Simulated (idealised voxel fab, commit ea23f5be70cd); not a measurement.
The following process module bears the name voxel ribs on slabs.
Section shown: cut. Width: 230 nm. Cell size: 5 nm, square.
The cross-sections in this document take the form of a grid made of square cells. They are written out as bands, in order from top to bottom. Each band consists of one or more rows of cells. A band entry consists of two parts. The first gives the height of the band's top and the height of its bottom, in nm. The rest lists the band's materials from left to right, each with its width in nm. A single material labelled with the word "throughout" fills the band from edge to edge, and the word "blank" marks empty space. Height datum 0, below which the as-received substrate wafer is one material. Lowest band open at the bottom, running downward: "0..down". Read "30->40" as a graded width: first number on top, second number at the bottom, same change between each pair of neighbouring rows. Take "no modifications" at face value: in the step it is given for, the cross-section changed in none of its cells. Heads up: "Closed void catalog" only lists the empty pockets with no open path to the top that are 8 cells or more, and it writes them as width x height at distance, distance from the left edge, in nm. after a step's settings: what the simulator itself notes on the step. The line of a step may include "overlay nm". On a step with a mask, this value is how far to the right of its planned place the mask lay. A negative value means the mask lay to the left. Every pair from here on: before one process step, after it. The after cross-section reaches only to the lowest band that changed. Below the pair: the step in between and its settings. Pairs can belong to different runs of this module on the same starting wafer; a pair carries on from the pair above only if the entry headed "Status quo ante" says so.

Status quo ante
45..30 | 95 of blank  15 of polySi  120 of blank
30..25 | polySi throughout
25..0 | SiO2 throughout
0..down | Si throughout
Closed void catalog: none

Sectional View, Post-Process
60..45 | 95 of blank  15 of aC  120 of blank
45..30 | 95 of aC  15 of polySi  120 of aC
Below 30, the layers are the same as they were.
Closed void catalog: none
Step that separates the before view from the after view above: op DIRECTIONAL_DEP | material aC | thk nm 15

Status quo ante: no separate figure, the pair right above already shows it after its step.

Sectional View, Post-Process
95..60 | 80 of blank  65 of resist  85 of blank
60..45 | 80 of blank  15 of resist  15 of aC  35 of resist  85 of blank
Below 45, the layers are the same as they were.
Closed void catalog: none
Step that separates the before view from the after view above: op PATTERN | tone cover | mask id SLAB | material resist | width nm 65 | thk nm 35 | overlay nm 0

Status quo ante: no separate figure, the pair right above already shows it after its step.

Sectional View, Post-Process
80..60 | 80 of blank  65 of resist  85 of blank
60..45 | 80 of blank  15 of resist  15 of aC  35 of resist  85 of blank
45..30 | 80 of blank  15 of aC  15 of polySi  35 of aC  85 of blank
Below 30, the layers are the same as they were.
Closed void catalog: none
Step that separates the before view from the after view above: op DIRECTIONAL_ETCH | etch materials aC | depth nm 15

Status quo ante: no separate figure, the pair right above already shows it after its step.

Sectional View, Post-Process
60..45 | 95 of blank  15 of aC  120 of blank
Below 45, the layers are the same as they were.
Closed void catalog: none
Step that separates the before view from the after view above: op STRIP | etch materials resist

Status quo ante: no separate figure, the pair right above already shows it after its step.

Sectional View, Post-Process
60..45 | 95 of blank  15 of aC  120 of blank
45..30 | 80 of blank  15 of aC  15 of polySi  35 of aC  85 of blank
30..25 | 80 of blank  65 of polySi  85 of blank
Below 25, the layers are the same as they were.
Closed void catalog: none
Step that separates the before view from the after view above: op DIRECTIONAL_ETCH | etch materials polySi | depth nm 5

Status quo ante: no separate figure, the pair right above already shows it after its step.

Sectional View, Post-Process
45..30 | 95 of blank  15 of polySi  120 of blank
Below 30, the layers are the same as they were.
Closed void catalog: none
Step that separates the before view from the after view above: op STRIP | etch materials aC

Status quo ante: no separate figure, the pair right above already shows it after its step.

Sectional View, Post-Process
65..45 | SiO2 throughout
45..30 | 95 of SiO2  15 of polySi  120 of SiO2
30..25 | 80 of SiO2  65 of polySi  85 of SiO2
Below 25, the layers are the same as they were.
Closed void catalog: none
Step that separates the before view from the after view above: op FILL_DEP | material SiO2 | thk nm 20

Status quo ante: no separate figure, the pair right above already shows it after its step.

Sectional View, Post-Process
60..45 | SiO2 throughout
Below 45, the layers are the same as they were.
Closed void catalog: none
Step that separates the before view from the after view above: op CMP | height nm 60

Status quo ante: no separate figure, the pair right above already shows it after its step.

Sectional View, Post-Process
70..60 | TiN throughout
Below 60, the layers are the same as they were.
Closed void catalog: none
Step that separates the before view from the after view above: op DIRECTIONAL_DEP | material TiN | thk nm 10

Status quo ante: no separate figure, the pair right above already shows it after its step.

Sectional View, Post-Process
85..70 | aC throughout
Below 70, the layers are the same as they were.
Closed void catalog: none
Step that separates the before view from the after view above: op DIRECTIONAL_DEP | material aC | thk nm 15

Status quo ante: no separate figure, the pair right above already shows it after its step.

Sectional View, Post-Process
115..85 | 100 of blank  25 of resist  105 of blank
Below 85, the layers are the same as they were.
Closed void catalog: none
Step that separates the before view from the after view above: op PATTERN | tone cover | mask id HEATER | material resist | width nm 25 | thk nm 30 | overlay nm 0

Status quo ante: no separate figure, the pair right above already shows it after its step.

Sectional View, Post-Process
100..85 | 100 of blank  25 of resist  105 of blank
85..70 | 100 of blank  25 of aC  105 of blank
Below 70, the layers are the same as they were.
Closed void catalog: none
Step that separates the before view from the after view above: op DIRECTIONAL_ETCH | etch materials aC | depth nm 15

Status quo ante: no separate figure, the pair right above already shows it after its step.

Sectional View, Post-Process
85..70 | 100 of blank  25 of aC  105 of blank
Below 70, the layers are the same as they were.
Closed void catalog: none
Step that separates the before view from the after view above: op STRIP | etch materials resist

Status quo ante: no separate figure, the pair right above already shows it after its step.

Sectional View, Post-Process
85..70 | 100 of blank  25 of aC  105 of blank
70..60 | 100 of blank  25 of TiN  105 of blank
Below 60, the layers are the same as they were.
Closed void catalog: none
Step that separates the before view from the after view above: op DIRECTIONAL_ETCH | etch materials TiN | depth nm 10

Status quo ante: no separate figure, the pair right above already shows it after its step.

Sectional View, Post-Process
70..60 | 100 of blank  25 of TiN  105 of blank
Below 60, the layers are the same as they were.
Closed void catalog: none
Step that separates the before view from the after view above: op STRIP | etch materials aC

Status quo ante: no separate figure, the pair right above already shows it after its step.

Sectional View, Post-Process
80..70 | 90 of blank  45 of SiO2  95 of blank
70..60 | 100 of SiO2  25 of TiN  105 of SiO2
Below 60, the layers are the same as they were.
Closed void catalog: none
Step that separates the before view from the after view above: op CONFORMAL_DEP | material SiO2 | thk nm 10

Status quo ante
25..0 | SiO2 throughout
0..down | Si throughout
Closed void catalog: none

Sectional View, Post-Process
45..0 | SiO2 throughout
Below 0, the layers are the same as they were.
Closed void catalog: none
Step that separates the before view from the after view above: op DIRECTIONAL_DEP | material SiO2 | thk nm 20

Status quo ante: no separate figure, the pair right above already shows it after its step.

Sectional View, Post-Process
60..45 | 105 of blank  15 of resist  110 of blank
Below 45, the layers are the same as they were.
Closed void catalog: none
Step that separates the before view from the after view above: op PATTERN | tone cover | mask id RIB | material resist | width nm 15 | thk nm 15 | overlay nm 0

Status quo ante: no separate figure, the pair right above already shows it after its step.

Sectional View, Post-Process
45..0 | SiO2 throughout
Below 0, the layers are the same as they were.
Closed void catalog: none
Step that separates the before view from the after view above: op STRIP | etch materials resist

Status quo ante: no separate figure, the pair right above already shows it after its step.

Sectional View, Post-Process
60..45 | aC throughout
Below 45, the layers are the same as they were.
Closed void catalog: none
Step that separates the before view from the after view above: op DIRECTIONAL_DEP | material aC | thk nm 15

Status quo ante: no separate figure, the pair right above already shows it after its step.

Sectional View, Post-Process
95..60 | 80 of blank  65 of resist  85 of blank
Below 60, the layers are the same as they were.
Closed void catalog: none
Step that separates the before view from the after view above: op PATTERN | tone cover | mask id SLAB | material resist | width nm 65 | thk nm 35 | overlay nm 0

Status quo ante: no separate figure, the pair right above already shows it after its step.

Sectional View, Post-Process
80..60 | 80 of blank  65 of resist  85 of blank
60..45 | 80 of blank  65 of aC  85 of blank
Below 45, the layers are the same as they were.
Closed void catalog: none
Step that separates the before view from the after view above: op DIRECTIONAL_ETCH | etch materials aC | depth nm 15

Status quo ante: no separate figure, the pair right above already shows it after its step.

Sectional View, Post-Process
60..45 | 80 of blank  65 of aC  85 of blank
Below 45, the layers are the same as they were.
Closed void catalog: none
Step that separates the before view from the after view above: op STRIP | etch materials resist

Status quo ante: no separate figure, the pair right above already shows it after its step.

Sectional View, Post-Process
45..0 | SiO2 throughout
Below 0, the layers are the same as they were.
Closed void catalog: none
Step that separates the before view from the after view above: op STRIP | etch materials aC

Status quo ante: no separate figure, the pair right above already shows it after its step.

Sectional View, Post-Process
65..0 | SiO2 throughout
Below 0, the layers are the same as they were.
Closed void catalog: none
Step that separates the before view from the after view above: op FILL_DEP | material SiO2 | thk nm 20

Status quo ante: no separate figure, the pair right above already shows it after its step.

Sectional View, Post-Process
60..0 | SiO2 throughout
Below 0, the layers are the same as they were.
Closed void catalog: none
Step that separates the before view from the after view above: op CMP | height nm 60

Status quo ante: no separate figure, the pair right above already shows it after its step.

Sectional View, Post-Process
70..60 | TiN throughout
Below 60, the layers are the same as they were.
Closed void catalog: none
Step that separates the before view from the after view above: op DIRECTIONAL_DEP | material TiN | thk nm 10

Status quo ante: no separate figure, the pair right above already shows it after its step.

Sectional View, Post-Process
85..70 | aC throughout
Below 70, the layers are the same as they were.
Closed void catalog: none
Step that separates the before view from the after view above: op DIRECTIONAL_DEP | material aC | thk nm 15

Status quo ante: no separate figure, the pair right above already shows it after its step.

Sectional View, Post-Process
115..85 | 100 of blank  25 of resist  105 of blank
Below 85, the layers are the same as they were.
Closed void catalog: none
Step that separates the before view from the after view above: op PATTERN | tone cover | mask id HEATER | material resist | width nm 25 | thk nm 30 | overlay nm 0

Status quo ante: no separate figure, the pair right above already shows it after its step.

Sectional View, Post-Process
100..85 | 100 of blank  25 of resist  105 of blank
85..70 | 100 of blank  25 of aC  105 of blank
Below 70, the layers are the same as they were.
Closed void catalog: none
Step that separates the before view from the after view above: op DIRECTIONAL_ETCH | etch materials aC | depth nm 15

Status quo ante: no separate figure, the pair right above already shows it after its step.

Sectional View, Post-Process
85..70 | 100 of blank  25 of aC  105 of blank
Below 70, the layers are the same as they were.
Closed void catalog: none
Step that separates the before view from the after view above: op STRIP | etch materials resist

Status quo ante: no separate figure, the pair right above already shows it after its step.

Sectional View, Post-Process
85..70 | 100 of blank  25 of aC  105 of blank
70..60 | 100 of blank  25 of TiN  105 of blank
Below 60, the layers are the same as they were.
Closed void catalog: none
Step that separates the before view from the after view above: op DIRECTIONAL_ETCH | etch materials TiN | depth nm 10

Status quo ante: no separate figure, the pair right above already shows it after its step.

Sectional View, Post-Process
70..60 | 100 of blank  25 of TiN  105 of blank
Below 60, the layers are the same as they were.
Closed void catalog: none
Step that separates the before view from the after view above: op STRIP | etch materials aC

Status quo ante: no separate figure, the pair right above already shows it after its step.

Sectional View, Post-Process
80..70 | 90 of blank  45 of SiO2  95 of blank
70..60 | 100 of SiO2  25 of TiN  105 of SiO2
Below 60, the layers are the same as they were.
Closed void catalog: none
Step that separates the before view from the after view above: op CONFORMAL_DEP | material SiO2 | thk nm 10

Status quo ante
45..25 | polySi throughout
25..0 | SiO2 throughout
0..down | Si throughout
Closed void catalog: none

Sectional View, Post-Process
60..45 | 105 of resist  15 of blank  110 of resist
Below 45, the layers are the same as they were.
Closed void catalog: none
Step that separates the before view from the after view above: op PATTERN | tone open | mask id RIB | material resist | width nm 15 | thk nm 15 | overlay nm 0

Status quo ante: no separate figure, the pair right above already shows it after its step.

Sectional View, Post-Process
60..45 | 105 of resist  15 of blank  110 of resist
45..30 | 105 of polySi  15 of blank  110 of polySi
Below 30, the layers are the same as they were.
Closed void catalog: none
Step that separates the before view from the after view above: op DIRECTIONAL_ETCH | etch materials polySi | depth nm 15

Status quo ante: no separate figure, the pair right above already shows it after its step.

Sectional View, Post-Process
45..30 | 105 of polySi  15 of blank  110 of polySi
Below 30, the layers are the same as they were.
Closed void catalog: none
Step that separates the before view from the after view above: op STRIP | etch materials resist

Status quo ante: no separate figure, the pair right above already shows it after its step.

Sectional View, Post-Process
60..45 | 105 of aC  15 of blank  110 of aC
45..30 | 105 of polySi  15 of aC  110 of polySi
Below 30, the layers are the same as they were.
Closed void catalog: none
Step that separates the before view from the after view above: op DIRECTIONAL_DEP | material aC | thk nm 15

Status quo ante: no separate figure, the pair right above already shows it after its step.

Sectional View, Post-Process
95..60 | 80 of blank  65 of resist  85 of blank
60..45 | 105 of aC  15 of resist  110 of aC
Below 45, the layers are the same as they were.
Closed void catalog: none
Step that separates the before view from the after view above: op PATTERN | tone cover | mask id SLAB | material resist | width nm 65 | thk nm 35 | overlay nm 0

Status quo ante: no separate figure, the pair right above already shows it after its step.

Sectional View, Post-Process
80..60 | 80 of blank  65 of resist  85 of blank
60..45 | 80 of blank  25 of aC  15 of resist  25 of aC  85 of blank
Below 45, the layers are the same as they were.
Closed void catalog: none
Step that separates the before view from the after view above: op DIRECTIONAL_ETCH | etch materials aC | depth nm 15

Status quo ante: no separate figure, the pair right above already shows it after its step.

Sectional View, Post-Process
60..45 | 80 of blank  25 of aC  15 of blank  25 of aC  85 of blank
Below 45, the layers are the same as they were.
Closed void catalog: none
Step that separates the before view from the after view above: op STRIP | etch materials resist

Status quo ante: no separate figure, the pair right above already shows it after its step.

Sectional View, Post-Process
60..45 | 80 of blank  25 of aC  15 of blank  25 of aC  85 of blank
45..40 | 80 of blank  25 of polySi  15 of aC  25 of polySi  85 of blank
Below 40, the layers are the same as they were.
Closed void catalog: none
Step that separates the before view from the after view above: op DIRECTIONAL_ETCH | etch materials polySi | depth nm 5

Status quo ante: no separate figure, the pair right above already shows it after its step.

Sectional View, Post-Process
45..40 | 80 of blank  25 of polySi  15 of blank  25 of polySi  85 of blank
40..30 | 105 of polySi  15 of blank  110 of polySi
Below 30, the layers are the same as they were.
Closed void catalog: none
Step that separates the before view from the after view above: op STRIP | etch materials aC

Status quo ante: no separate figure, the pair right above already shows it after its step.

Sectional View, Post-Process
65..45 | SiO2 throughout
45..40 | 80 of SiO2  25 of polySi  15 of SiO2  25 of polySi  85 of SiO2
40..30 | 105 of polySi  15 of SiO2  110 of polySi
Below 30, the layers are the same as they were.
Closed void catalog: none
Step that separates the before view from the after view above: op FILL_DEP | material SiO2 | thk nm 20

Status quo ante: no separate figure, the pair right above already shows it after its step.

Sectional View, Post-Process
60..45 | SiO2 throughout
Below 45, the layers are the same as they were.
Closed void catalog: none
Step that separates the before view from the after view above: op CMP | height nm 60

Status quo ante: no separate figure, the pair right above already shows it after its step.

Sectional View, Post-Process
70..60 | TiN throughout
Below 60, the layers are the same as they were.
Closed void catalog: none
Step that separates the before view from the after view above: op DIRECTIONAL_DEP | material TiN | thk nm 10

Status quo ante: no separate figure, the pair right above already shows it after its step.

Sectional View, Post-Process
85..70 | aC throughout
Below 70, the layers are the same as they were.
Closed void catalog: none
Step that separates the before view from the after view above: op DIRECTIONAL_DEP | material aC | thk nm 15

Status quo ante: no separate figure, the pair right above already shows it after its step.

Sectional View, Post-Process
115..85 | 100 of blank  25 of resist  105 of blank
Below 85, the layers are the same as they were.
Closed void catalog: none
Step that separates the before view from the after view above: op PATTERN | tone cover | mask id HEATER | material resist | width nm 25 | thk nm 30 | overlay nm 0

Status quo ante: no separate figure, the pair right above already shows it after its step.

Sectional View, Post-Process
100..85 | 100 of blank  25 of resist  105 of blank
85..70 | 100 of blank  25 of aC  105 of blank
Below 70, the layers are the same as they were.
Closed void catalog: none
Step that separates the before view from the after view above: op DIRECTIONAL_ETCH | etch materials aC | depth nm 15

Status quo ante: no separate figure, the pair right above already shows it after its step.

Sectional View, Post-Process
85..70 | 100 of blank  25 of aC  105 of blank
Below 70, the layers are the same as they were.
Closed void catalog: none
Step that separates the before view from the after view above: op STRIP | etch materials resist

Status quo ante: no separate figure, the pair right above already shows it after its step.

Sectional View, Post-Process
85..70 | 100 of blank  25 of aC  105 of blank
70..60 | 100 of blank  25 of TiN  105 of blank
Below 60, the layers are the same as they were.
Closed void catalog: none
Step that separates the before view from the after view above: op DIRECTIONAL_ETCH | etch materials TiN | depth nm 10

Status quo ante: no separate figure, the pair right above already shows it after its step.

Sectional View, Post-Process
70..60 | 100 of blank  25 of TiN  105 of blank
Below 60, the layers are the same as they were.
Closed void catalog: none
Step that separates the before view from the after view above: op STRIP | etch materials aC

Status quo ante: no separate figure, the pair right above already shows it after its step.

Sectional View, Post-Process
80..70 | 90 of blank  45 of SiO2  95 of blank
70..60 | 100 of SiO2  25 of TiN  105 of SiO2
Below 60, the layers are the same as they were.
Closed void catalog: none
Step that separates the before view from the after view above: op CONFORMAL_DEP | material SiO2 | thk nm 10
